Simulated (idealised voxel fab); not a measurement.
process module | voxel capacitor over wiring
cross-section cut | 275 nm wide | cells 5 nm
A cross-section is a grid of square cells, given in bands from the top down. A band is one or more rows of cells.
Each band's line starts with the height of the band's top and of its bottom, in nm. Then come its materials from left to right, each with its width in nm. One material with "throughout" fills the band from edge to edge. "air" is empty space.
Height 0 is the level under which the wafer as received is all one material. The lowest band goes on downwards, as in "0 down".
A width such as "30 to 40" changes by the same amount from each row of cells to the next, from the band's top row to its bottom row.
"no change" after a step means that no cell of the cross-section changed.
closed voids: empty space of 8 cells or more with no open way to the top, each as width x height at its distance from the left edge, in nm
after a step's settings: what the simulator itself notes on the step
overlay nm, on a step with a mask: how far to the right of its planned place the mask lay; to the left if negative
Each pair below shows a cross-section before one step and the cross-section after it, down to the lowest band that changed. The line under each pair gives the step between them, with its settings. The pairs can come from different runs of this module on the same starting wafer, so a pair continues from the pair above only where its "before" says so.
before
  65 to 50: resist 85 | air 15 | resist 175
  50 to 40: lowk 85 | air 15 | lowk 175
  40 to 35: SiCN throughout
  35 to 20: SiO2 70 | W 30 | SiO2 70 | W 30 | SiO2 75
  20 to 15: SiO2 65 | TiN 40 | SiO2 60 | TiN 40 | SiO2 70
  15 to 0: SiO2 throughout
  0 down: Si throughout
  closed voids: none
after
  65 to 50: resist 85 | air 15 | resist 175
  50 to 40: lowk 85 | air 15 | lowk 175
  40 to 35: SiCN 85 | air 15 | SiCN 175
  below 35: unchanged
  closed voids: none
the step between: op DIRECTIONAL_ETCH | etch materials SiCN | depth nm 5
before: the cross-section after the pair above
after
  50 to 40: lowk 85 | air 15 | lowk 175
  below 40: unchanged
  closed voids: none
the step between: op STRIP | etch materials resist
before: the cross-section after the pair above
after
  50 to 45: lowk 85 | air 15 | lowk 175
  45 to 40: lowk 85 | Ru 15 | lowk 175
  40 to 35: SiCN 85 | Ru 15 | SiCN 175
  below 35: unchanged
  closed voids: none
the step between: op EPI | material Ru | thk nm 10
before: the cross-section after the pair above
after
  50 to 40: lowk 85 | Ru 15 | lowk 175
  below 40: unchanged
  closed voids: none
the step between: op EPI | material Ru | thk nm 5
before: the cross-section after the pair above
after
  60 to 50: TiN throughout
  below 50: unchanged
  closed voids: none
the step between: op DIRECTIONAL_DEP | material TiN | thk nm 10
before: the cross-section after the pair above
after
  65 to 60: SiN throughout
  below 60: unchanged
  closed voids: none
the step between: op DIRECTIONAL_DEP | material SiN | thk nm 5
before: the cross-section after the pair above
after
  70 to 65: TiN throughout
  below 65: unchanged
  closed voids: none
the step between: op DIRECTIONAL_DEP | material TiN | thk nm 5
before: the cross-section after the pair above
after
  80 to 70: aC throughout
  below 70: unchanged
  closed voids: none
the step between: op DIRECTIONAL_DEP | material aC | thk nm 10
before: the cross-section after the pair above
after
  105 to 80: air 85 | resist 75 | air 115
  below 80: unchanged
  closed voids: none
the step between: op PATTERN | tone cover | mask id UPPER_PLATE | material resist | width nm 75 | thk nm 25 | overlay nm 0
before: the cross-section after the pair above
after
  95 to 80: air 85 | resist 75 | air 115
  80 to 70: air 85 | aC 75 | air 115
  below 70: unchanged
  closed voids: none
the step between: op DIRECTIONAL_ETCH | etch materials aC | depth nm 10
before: the cross-section after the pair above
after
  80 to 70: air 85 | aC 75 | air 115
  below 70: unchanged
  closed voids: none
the step between: op STRIP | etch materials resist
before: the cross-section after the pair above
after
  80 to 70: air 85 | aC 75 | air 115
  70 to 65: air 85 | TiN 75 | air 115
  below 65: unchanged
  closed voids: none
the step between: op DIRECTIONAL_ETCH | etch materials TiN | depth nm 5
before: the cross-section after the pair above
after
  80 to 70: air 85 | aC 75 | air 115
  70 to 65: air 85 | TiN 75 | air 115
  65 to 60: air 85 | SiN 75 | air 115
  below 60: unchanged
  closed voids: none
the step between: op DIRECTIONAL_ETCH | etch materials SiN | depth nm 5
before: the cross-section after the pair above
after
  70 to 65: air 85 | TiN 75 | air 115
  below 65: unchanged
  closed voids: none
the step between: op STRIP | etch materials aC
before: the cross-section after the pair above
after
  70 to 65: air 85 | TiN 75 | air 115
  65 to 60: air 85 | SiN 75 | air 115
  60 to 50: air 80 | TiN 85 | air 110
  below 50: unchanged
  closed voids: none
the step between: op MASKED_ETCH | tone cover | mask id LOWER_PLATE | width nm 85 | etch materials TiN | depth nm 10 | overlay nm 0
before: the cross-section after the pair above
after
  90 to 70: SiO2 throughout
  70 to 65: SiO2 85 | TiN 75 | SiO2 115
  65 to 60: SiO2 85 | SiN 75 | SiO2 115
  60 to 50: SiO2 80 | TiN 85 | SiO2 110
  below 50: unchanged
  closed voids: none
the step between: op FILL_DEP | material SiO2 | thk nm 20
before: the cross-section after the pair above
after
  85 to 70: SiO2 throughout
  below 70: unchanged
  closed voids: none
the step between: op CMP | height nm 85
before: the cross-section after the pair above
after
  85 to 70: SiO2 95 | air 15 | SiO2 165
  below 70: unchanged
  closed voids: none
the step between: op MASKED_ETCH | tone open | mask id PLUG_2 | width nm 15 | etch materials SiO2 | depth nm 15 | overlay nm 0
before: the cross-section after the pair above
after
  90 to 85: TiN 100 | air 5 | TiN 170
  85 to 75: SiO2 95 | TiN 5 | air 5 | TiN 5 | SiO2 165
  75 to 65: SiO2 95 to 85 | TiN 15 to 75 | SiO2 165 to 115
  below 65: unchanged
  closed voids: none
the step between: op CONFORMAL_DEP | material TiN | thk nm 5
before: the cross-section after the pair above
after
  95 to 90: Ru throughout
  90 to 85: TiN 100 | Ru 5 | TiN 170
  85 to 75: SiO2 95 | TiN 5 | Ru 5 | TiN 5 | SiO2 165
  below 75: unchanged
  closed voids: none
the step between: op FILL_DEP | material Ru | thk nm 5
before: the cross-section after the pair above
after
  85 to 75: SiO2 95 | TiN 5 | Ru 5 | TiN 5 | SiO2 165
  below 75: unchanged
  closed voids: none
the step between: op CMP | height nm 85
before: the cross-section after the pair above
after
  90 to 85: SiN throughout
  below 85: unchanged
  closed voids: none
the step between: op CONFORMAL_DEP | material SiN | thk nm 5
before
  70 to 65: air 85 | TiN 75 | air 115
  65 to 60: air 85 | SiN 75 | air 115
  60 to 50: TiN throughout
  50 to 40: lowk 85 | Ru 15 | lowk 175
  40 to 35: SiCN 85 | Ru 15 | SiCN 175
  35 to 20: SiO2 70 | W 30 | SiO2 70 | W 30 | SiO2 75
  20 to 15: SiO2 70 | TiN 30 | SiO2 70 | TiN 30 | SiO2 75
  15 to 0: SiO2 throughout
  0 down: Si throughout
  closed voids: none
after
  70 to 65: air 85 | TiN 70 | air 120
  65 to 60: air 85 | SiN 75 | air 115
  60 to 50: air 70 | TiN 90 | air 115
  below 50: unchanged
  closed voids: none
the step between: op MASKED_ETCH | tone cover | mask id LOWER_PLATE | width nm 85 | etch materials TiN | depth nm 10 | overlay nm -10
before: the cross-section after the pair above
after
  90 to 70: SiO2 throughout
  70 to 65: SiO2 85 | TiN 70 | SiO2 120
  65 to 60: SiO2 85 | SiN 75 | SiO2 115
  60 to 50: SiO2 70 | TiN 90 | SiO2 115
  below 50: unchanged
  closed voids: none
the step between: op FILL_DEP | material SiO2 | thk nm 20
before: the cross-section after the pair above
after
  85 to 70: SiO2 throughout
  below 70: unchanged
  closed voids: none
the step between: op CMP | height nm 85
before: the cross-section after the pair above
after
  85 to 70: SiO2 95 | air 15 | SiO2 165
  below 70: unchanged
  closed voids: none
the step between: op MASKED_ETCH | tone open | mask id PLUG_2 | width nm 15 | etch materials SiO2 | depth nm 15 | overlay nm 0
before: the cross-section after the pair above
after
  90 to 85: TiN 100 | air 5 | TiN 170
  85 to 75: SiO2 95 | TiN 5 | air 5 | TiN 5 | SiO2 165
  75 to 65: SiO2 95 to 85 | TiN 15 to 70 | SiO2 165 to 120
  below 65: unchanged
  closed voids: none
the step between: op CONFORMAL_DEP | material TiN | thk nm 5
before: the cross-section after the pair above
after
  95 to 90: Ru throughout
  90 to 85: TiN 100 | Ru 5 | TiN 170
  85 to 75: SiO2 95 | TiN 5 | Ru 5 | TiN 5 | SiO2 165
  below 75: unchanged
  closed voids: none
the step between: op FILL_DEP | material Ru | thk nm 5
before: the cross-section after the pair above
after
  85 to 75: SiO2 95 | TiN 5 | Ru 5 | TiN 5 | SiO2 165
  below 75: unchanged
  closed voids: none
the step between: op CMP | height nm 85
before: the cross-section after the pair above
after
  90 to 85: SiN throughout
  below 85: unchanged
  closed voids: none
the step between: op CONFORMAL_DEP | material SiN | thk nm 5
before
  35 to 20: SiO2 70 | W 30 | SiO2 70 | W 30 | SiO2 75
  20 to 15: SiO2 70 | TiN 30 | SiO2 70 | TiN 30 | SiO2 75
  15 to 0: SiO2 throughout
  0 down: Si throughout
  closed voids: none
after
  40 to 35: W throughout
  below 35: unchanged
  closed voids: none
the step between: op CONFORMAL_DEP | material W | thk nm 5
before: the cross-section after the pair above
after
  50 to 40: lowk throughout
  below 40: unchanged
  closed voids: none
the step between: op DIRECTIONAL_DEP | material lowk | thk nm 10
before: the cross-section after the pair above
after
  65 to 50: resist 85 | air 15 | resist 175
  below 50: unchanged
  closed voids: none
the step between: op PATTERN | tone open | mask id PLUG_1 | material resist | width nm 15 | thk nm 15 | overlay nm 0
before: the cross-section after the pair above
after
  65 to 50: resist 85 | air 15 | resist 175
  50 to 40: lowk 85 | air 15 | lowk 175
  below 40: unchanged
  closed voids: none
the step between: op DIRECTIONAL_ETCH | etch materials lowk | depth nm 10
before: the cross-section after the pair above
after
  50 to 40: lowk 85 | air 15 | lowk 175
  below 40: unchanged
  closed voids: none
the step between: op STRIP | etch materials resist
before: the cross-section after the pair above
after
  50 to 40: lowk 85 | Ru 15 | lowk 175
  below 40: unchanged
  closed voids: none
the step between: op EPI | material Ru | thk nm 10
before: the cross-section after the pair above
after
  55 to 50: air 80 | Ru 25 | air 170
  below 50: unchanged
  closed voids: none
the step between: op EPI | material Ru | thk nm 5
before: the cross-section after the pair above
after
  65 to 60: air 80 | TiN 25 | air 170
  60 to 55: TiN throughout
  55 to 50: TiN 80 | Ru 25 | TiN 170
  below 50: unchanged
  closed voids: none
the step between: op DIRECTIONAL_DEP | material TiN | thk nm 10
before: the cross-section after the pair above
after
  70 to 65: air 80 | SiN 25 | air 170
  65 to 60: SiN 80 | TiN 25 | SiN 170
  below 60: unchanged
  closed voids: none
the step between: op DIRECTIONAL_DEP | material SiN | thk nm 5
before: the cross-section after the pair above
after
  75 to 70: air 80 | TiN 25 | air 170
  70 to 65: TiN 80 | SiN 25 | TiN 170
  below 65: unchanged
  closed voids: none
the step between: op DIRECTIONAL_DEP | material TiN | thk nm 5
before: the cross-section after the pair above
after
  85 to 80: air 80 | aC 25 | air 170
  80 to 75: aC throughout
  75 to 70: aC 80 | TiN 25 | aC 170
  below 70: unchanged
  closed voids: none
the step between: op DIRECTIONAL_DEP | material aC | thk nm 10
before: the cross-section after the pair above
after
  110 to 85: air 85 | resist 75 | air 115
  85 to 80: air 80 | aC 25 | resist 55 | air 115
  below 80: unchanged
  closed voids: none
the step between: op PATTERN | tone cover | mask id UPPER_PLATE | material resist | width nm 75 | thk nm 25 | overlay nm 0
before: the cross-section after the pair above
after
  100 to 85: air 85 | resist 75 | air 115
  85 to 80: air 85 | aC 20 | resist 55 | air 115
  80 to 75: air 85 | aC 75 | air 115
  75 to 70: air 80 | TiN 25 | aC 55 | air 115
  below 70: unchanged
  closed voids: none
the step between: op DIRECTIONAL_ETCH | etch materials aC | depth nm 10
before: the cross-section after the pair above
after
  85 to 75: air 85 | aC 20 to 75 | air 170 to 115
  below 75: unchanged
  closed voids: none
the step between: op STRIP | etch materials resist
before: the cross-section after the pair above
after
  85 to 75: air 85 | aC 20 to 75 | air 170 to 115
  75 to 70: air 85 | TiN 20 | aC 55 | air 115
  70 to 65: air 80 | SiN 25 | TiN 55 | air 115
  below 65: unchanged
  closed voids: none
the step between: op DIRECTIONAL_ETCH | etch materials TiN | depth nm 5
before: the cross-section after the pair above
after
  85 to 75: air 85 | aC 20 to 75 | air 170 to 115
  75 to 70: air 85 | TiN 20 | aC 55 | air 115
  70 to 65: air 85 | SiN 20 | TiN 55 | air 115
  65 to 60: air 80 | TiN 25 | SiN 55 | air 115
  below 60: unchanged
  closed voids: none
the step between: op DIRECTIONAL_ETCH | etch materials SiN | depth nm 5
before: the cross-section after the pair above
after
  75 to 70: air 85 | TiN 20 | air 170
  below 70: unchanged
  closed voids: none
the step between: op STRIP | etch materials aC
before: the cross-section after the pair above
after
  75 to 70: air 85 | TiN 20 | air 170
  70 to 65: air 85 | SiN 20 | TiN 55 | air 115
  65 to 60: air 80 | TiN 25 | SiN 55 | air 115
  60 to 55: air 80 | TiN 85 | air 110
  55 to 50: air 80 | Ru 25 | TiN 60 | air 110
  below 50: unchanged
  closed voids: none
the step between: op MASKED_ETCH | tone cover | mask id LOWER_PLATE | width nm 85 | etch materials TiN | depth nm 10 | overlay nm 0
before: the cross-section after the pair above
after
  95 to 75: SiO2 throughout
  75 to 70: SiO2 85 | TiN 20 | SiO2 170
  70 to 65: SiO2 85 | SiN 20 | TiN 55 | SiO2 115
  65 to 60: SiO2 80 | TiN 25 | SiN 55 | SiO2 115
  60 to 55: SiO2 80 | TiN 85 | SiO2 110
  55 to 50: SiO2 80 | Ru 25 | TiN 60 | SiO2 110
  below 50: unchanged
  closed voids: none
the step between: op FILL_DEP | material SiO2 | thk nm 20
before: the cross-section after the pair above
after
  85 to 75: SiO2 throughout
  below 75: unchanged
  closed voids: none
the step between: op CMP | height nm 85
before: the cross-section after the pair above
after
  85 to 75: SiO2 95 | air 15 | SiO2 165
  75 to 70: SiO2 85 | TiN 20 | air 5 | SiO2 165
  below 70: unchanged
  closed voids: none
the step between: op MASKED_ETCH | tone open | mask id PLUG_2 | width nm 15 | etch materials SiO2 | depth nm 15 | overlay nm 0
before: the cross-section after the pair above
after
  90 to 85: TiN 100 | air 5 | TiN 170
  85 to 80: SiO2 95 | TiN 5 | air 5 | TiN 5 | SiO2 165
  80 to 70: SiO2 95 to 85 | TiN 15 to 25 | SiO2 165
  below 70: unchanged
  closed voids: none
the step between: op CONFORMAL_DEP | material TiN | thk nm 5
before: the cross-section after the pair above
after
  95 to 90: Ru throughout
  90 to 85: TiN 100 | Ru 5 | TiN 170
  85 to 80: SiO2 95 | TiN 5 | Ru 5 | TiN 5 | SiO2 165
  below 80: unchanged
  closed voids: none
the step between: op FILL_DEP | material Ru | thk nm 5
before: the cross-section after the pair above
after
  85 to 80: SiO2 95 | TiN 5 | Ru 5 | TiN 5 | SiO2 165
  below 80: unchanged
  closed voids: none
the step between: op CMP | height nm 85
before: the cross-section after the pair above
after
  90 to 85: SiN throughout
  below 85: unchanged
  closed voids: none
the step between: op CONFORMAL_DEP | material SiN | thk nm 5
before
  50 to 40: lowk throughout
  40 to 35: SiCN throughout
  35 to 20: SiO2 70 | W 30 | SiO2 70 | W 30 | SiO2 75
  20 to 15: SiO2 70 | TiN 30 | SiO2 70 | TiN 30 | SiO2 75
  15 to 0: SiO2 throughout
  0 down: Si throughout
  closed voids: none
after
  65 to 50: air 85 | resist 15 | air 175
  below 50: unchanged
  closed voids: none
the step between: op PATTERN | tone cover | mask id PLUG_1 | material resist | width nm 15 | thk nm 15 | overlay nm 0
before: the cross-section after the pair above
after
  65 to 50: air 85 | resist 15 | air 175
  50 to 40: air 85 | lowk 15 | air 175
  below 40: unchanged
  closed voids: none
the step between: op DIRECTIONAL_ETCH | etch materials lowk | depth nm 10
before: the cross-section after the pair above
after
  65 to 50: air 85 | resist 15 | air 175
  50 to 40: air 85 | lowk 15 | air 175
  40 to 35: air 85 | SiCN 15 | air 175
  below 35: unchanged
  closed voids: none
the step between: op DIRECTIONAL_ETCH | etch materials SiCN | depth nm 5
before: the cross-section after the pair above
after
  50 to 40: air 85 | lowk 15 | air 175
  below 40: unchanged
  closed voids: none
the step between: op STRIP | etch materials resist
before: the cross-section after the pair above
after
  50 to 45: air 85 | lowk 15 | air 175
  45 to 40: air 60 | Ru 25 | lowk 15 | air 60 | Ru 50 | air 65
  40 to 35: air 60 | Ru 25 | SiCN 15 | air 60 | Ru 50 | air 65
  below 35: unchanged
  closed voids: none
the step between: op EPI | material Ru | thk nm 10
before: the cross-section after the pair above
after
  50 to 40: air 55 | Ru 30 | lowk 15 | air 55 | Ru 60 | air 60
  40 to 35: air 55 | Ru 30 | SiCN 15 | air 55 | Ru 60 | air 60
  below 35: unchanged
  closed voids: none
the step between: op EPI | material Ru | thk nm 5
before: the cross-section after the pair above
after
  60 to 50: air 55 | TiN 45 | air 55 | TiN 60 | air 60
  50 to 45: air 55 | Ru 30 | lowk 15 | air 55 | Ru 60 | air 60
  45 to 40: TiN 55 | Ru 30 | lowk 15 | TiN 55 | Ru 60 | TiN 60
  40 to 35: TiN 55 | Ru 30 | SiCN 15 | TiN 55 | Ru 60 | TiN 60
  below 35: unchanged
  closed voids: none
the step between: op DIRECTIONAL_DEP | material TiN | thk nm 10
before: the cross-section after the pair above
after
  65 to 60: air 55 | SiN 45 | air 55 | SiN 60 | air 60
  60 to 50: air 55 | TiN 45 | air 55 | TiN 60 | air 60
  50 to 45: SiN 55 | Ru 30 | lowk 15 | SiN 55 | Ru 60 | SiN 60
  below 45: unchanged
  closed voids: none
the step between: op DIRECTIONAL_DEP | material SiN | thk nm 5
before: the cross-section after the pair above
after
  70 to 65: air 55 | TiN 45 | air 55 | TiN 60 | air 60
  65 to 60: air 55 | SiN 45 | air 55 | SiN 60 | air 60
  60 to 55: air 55 | TiN 45 | air 55 | TiN 60 | air 60
  55 to 50: TiN throughout
  below 50: unchanged
  closed voids: none
the step between: op DIRECTIONAL_DEP | material TiN | thk nm 5
before: the cross-section after the pair above
after
  80 to 70: air 55 | aC 45 | air 55 | aC 60 | air 60
  70 to 65: air 55 | TiN 45 | air 55 | TiN 60 | air 60
  65 to 60: aC 55 | SiN 45 | aC 55 | SiN 60 | aC 60
  60 to 55: aC 55 | TiN 45 | aC 55 | TiN 60 | aC 60
  below 55: unchanged
  closed voids: none
the step between: op DIRECTIONAL_DEP | material aC | thk nm 10
before: the cross-section after the pair above
after
  105 to 80: air 85 | resist 75 | air 115
  80 to 70: air 55 | aC 45 | resist 55 | aC 60 | air 60
  70 to 65: air 55 | TiN 45 | resist 55 | TiN 60 | air 60
  below 65: unchanged
  closed voids: none
the step between: op PATTERN | tone cover | mask id UPPER_PLATE | material resist | width nm 75 | thk nm 25 | overlay nm 0
before: the cross-section after the pair above
after
  95 to 80: air 85 | resist 75 | air 115
  80 to 70: air 85 | aC 15 | resist 55 | aC 5 | air 115
  70 to 65: air 55 | TiN 45 | resist 55 | TiN 60 | air 60
  65 to 60: air 55 | SiN 45 | aC 55 | SiN 60 | air 60
  60 to 55: air 55 | TiN 45 | aC 55 | TiN 60 | air 60
  below 55: unchanged
  closed voids: none
the step between: op DIRECTIONAL_ETCH | etch materials aC | depth nm 10
before: the cross-section after the pair above
after
  80 to 70: air 85 | aC 15 | air 55 | aC 5 | air 115
  70 to 65: air 55 | TiN 45 | air 55 | TiN 60 | air 60
  below 65: unchanged
  closed voids: none
the step between: op STRIP | etch materials resist
before: the cross-section after the pair above
after
  80 to 70: air 85 | aC 15 | air 55 | aC 5 | air 115
  70 to 65: air 85 | TiN 15 | air 55 | TiN 5 | air 115
  65 to 60: air 55 | SiN 45 | aC 55 | SiN 60 | air 60
  60 to 55: air 55 | TiN 45 | aC 55 | TiN 60 | air 60
  55 to 50: air 55 | TiN 160 | air 60
  below 50: unchanged
  closed voids: none
the step between: op DIRECTIONAL_ETCH | etch materials TiN | depth nm 5
before: the cross-section after the pair above
after
  80 to 70: air 85 | aC 15 | air 55 | aC 5 | air 115
  70 to 65: air 85 | TiN 15 | air 55 | TiN 5 | air 115
  65 to 60: air 85 | SiN 15 | aC 55 | SiN 5 | air 115
  60 to 55: air 55 | TiN 45 | aC 55 | TiN 60 | air 60
  55 to 50: air 55 | TiN 160 | air 60
  50 to 45: air 55 | Ru 30 | lowk 15 | SiN 55 | Ru 60 | air 60
  below 45: unchanged
  closed voids: none
the step between: op DIRECTIONAL_ETCH | etch materials SiN | depth nm 5
before: the cross-section after the pair above
after
  70 to 65: air 85 | TiN 15 | air 55 | TiN 5 | air 115
  65 to 60: air 85 | SiN 15 | air 55 | SiN 5 | air 115
  60 to 55: air 55 | TiN 45 | air 55 | TiN 60 | air 60
  below 55: unchanged
  closed voids: none
the step between: op STRIP | etch materials aC
before: the cross-section after the pair above
after
  70 to 65: air 85 | TiN 15 | air 55 | TiN 5 | air 115
  65 to 60: air 85 | SiN 15 | air 55 | SiN 5 | air 115
  60 to 55: air 80 | TiN 20 | air 55 | TiN 10 | air 110
  55 to 50: air 80 | TiN 85 | air 110
  50 to 45: air 55 | Ru 30 | lowk 15 | SiN 55 | Ru 60 | air 60
  45 to 40: air 55 | Ru 30 | lowk 15 | TiN 55 | Ru 60 | air 60
  40 to 35: air 55 | Ru 30 | SiCN 15 | TiN 55 | Ru 60 | air 60
  below 35: unchanged
  closed voids: none
the step between: op MASKED_ETCH | tone cover | mask id LOWER_PLATE | width nm 85 | etch materials TiN | depth nm 10 | overlay nm 0
before: the cross-section after the pair above
after
  90 to 70: SiO2 throughout
  70 to 65: SiO2 85 | TiN 15 | SiO2 55 | TiN 5 | SiO2 115
  65 to 60: SiO2 85 | SiN 15 | SiO2 55 | SiN 5 | SiO2 115
  60 to 55: SiO2 80 | TiN 20 | SiO2 55 | TiN 10 | SiO2 110
  55 to 50: SiO2 80 | TiN 85 | SiO2 110
  50 to 45: SiO2 55 | Ru 30 | lowk 15 | SiN 55 | Ru 60 | SiO2 60
  45 to 40: SiO2 55 | Ru 30 | lowk 15 | TiN 55 | Ru 60 | SiO2 60
  40 to 35: SiO2 55 | Ru 30 | SiCN 15 | TiN 55 | Ru 60 | SiO2 60
  below 35: unchanged
  closed voids: none
the step between: op FILL_DEP | material SiO2 | thk nm 20
before: the cross-section after the pair above
after
  85 to 70: SiO2 throughout
  below 70: unchanged
  closed voids: none
the step between: op CMP | height nm 85
before: the cross-section after the pair above
after
  85 to 70: SiO2 95 | air 15 | SiO2 165
  below 70: unchanged
  closed voids: none
the step between: op MASKED_ETCH | tone open | mask id PLUG_2 | width nm 15 | etch materials SiO2 | depth nm 15 | overlay nm 0
before: the cross-section after the pair above
after
  90 to 85: TiN 100 | air 5 | TiN 170
  85 to 75: SiO2 95 | TiN 5 | air 5 | TiN 5 | SiO2 165
  75 to 70: SiO2 95 | TiN 15 | SiO2 165
  below 70: unchanged
  closed voids: none
the step between: op CONFORMAL_DEP | material TiN | thk nm 5
before: the cross-section after the pair above
after
  95 to 90: Ru throughout
  90 to 85: TiN 100 | Ru 5 | TiN 170
  85 to 75: SiO2 95 | TiN 5 | Ru 5 | TiN 5 | SiO2 165
  below 75: unchanged
  closed voids: none
the step between: op FILL_DEP | material Ru | thk nm 5
before: the cross-section after the pair above
after
  85 to 75: SiO2 95 | TiN 5 | Ru 5 | TiN 5 | SiO2 165
  below 75: unchanged
  closed voids: none
the step between: op CMP | height nm 85
before: the cross-section after the pair above
after
  90 to 85: SiN throughout
  below 85: unchanged
  closed voids: none
the step between: op CONFORMAL_DEP | material SiN | thk nm 5
